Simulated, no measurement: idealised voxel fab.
Module name: voxel self aligned vias (process module)
In the cross-section labelled cut, the width is 250 nm and each square cell is 5 nm.
In what follows, cross-sections appear as grids of square cells, described through bands that run from the top down, where every band is one or more rows of cells. Band entry format. Leading values: height of top, height of bottom, nm. Remainder: materials in left-to-right order, each with its width in nm. Special words: "all across" on a single material, which then fills the band edge to edge; "empty", empty space. Basically, 0 is our baseline, since under it the wafer straight out of the box is all one material. The bottom band has no lower end and keeps on going down, so it looks like "0..down". Width spec "30->40" -> top row of cells at first value, bottom row at second value, equal per-row change in between. Any step labelled "no alteration" changed none of the cells in the cross-section. Empty spaces counting at least 8 cells and having no open way to the top are listed in "Enclosed void inventory". The notation width x height at distance is used for each, the distance being from the left edge and all three values in nm. Read whatever lies past the settings on a step's line as the simulator's own remark about the step. overlay nm: for a step with a mask, the amount by which the mask lay right of where it was planned; a negative amount means left of it.
Listed below are the process steps as planned:
- 1: RECEIVE: material Si
- 2: CONFORMAL_DEP: material SiO2, thk nm 10
- 3: CONFORMAL_DEP: material SiCN, thk nm 5
- 4: DIRECTIONAL_DEP: material lowk, thk nm 25
- 5: PATTERN: tone open, mask id LINES, material resist, width nm 30, pitch nm 65, thk nm 15, overlay nm 0
- 6: DIRECTIONAL_ETCH: etch materials lowk, depth nm 25
- 7: STRIP: etch materials resist
- 8: CONFORMAL_DEP: material TiN, thk nm 5
- 9: FILL_DEP: material Ru, thk nm 10
- 10: CMP: height nm 40
- 11: SELECTIVE_ETCH: etch materials W Ru TiN, depth nm 10
- 12: FILL_DEP: material SiN, thk nm 10
- 13: CMP: height nm 40
- 14: DIRECTIONAL_DEP: material lowk, thk nm 15
- 15: PATTERN: tone open, mask id VIAS, material resist, width nm 40, pitch nm 65, thk nm 20, overlay nm 0
- 16: DIRECTIONAL_ETCH: etch materials lowk, depth nm 15
- 17: DIRECTIONAL_ETCH: etch materials SiN, depth nm 10
- 18: STRIP: etch materials resist
- 19: CONFORMAL_DEP: material TiN, thk nm 5
- 20: FILL_DEP: material W, thk nm 5
- 21: CMP: height nm 55
- 22: CONFORMAL_DEP: material SiN, thk nm 5
The plan shows the width nm of step 15 as the first wafer had it; this setting differs between the wafers, which start out alike.
The as-received cross-section of the first of several wafers corresponds to the state after step 1:
> 0..down: Si all across
> Enclosed void inventory: none
Heads up, this table goes wafer by wafer. A row tells you, at the end of the module, how many cells of each material that wafer has put on (+) or dropped (-) since it was received, and then its closed voids:
width nm 40, +24 Ru, +50 SiCN, +50 SiN, +100 SiO2, +78 TiN, +60 W, +238 lowk, Enclosed void inventory: none
width nm 45, +24 Ru, +50 SiCN, +50 SiN, +100 SiO2, +81 TiN, +66 W, +229 lowk, Enclosed void inventory: none
width nm 50, +24 Ru, +50 SiCN, +50 SiN, +100 SiO2, +84 TiN, +72 W, +220 lowk, Enclosed void inventory: none
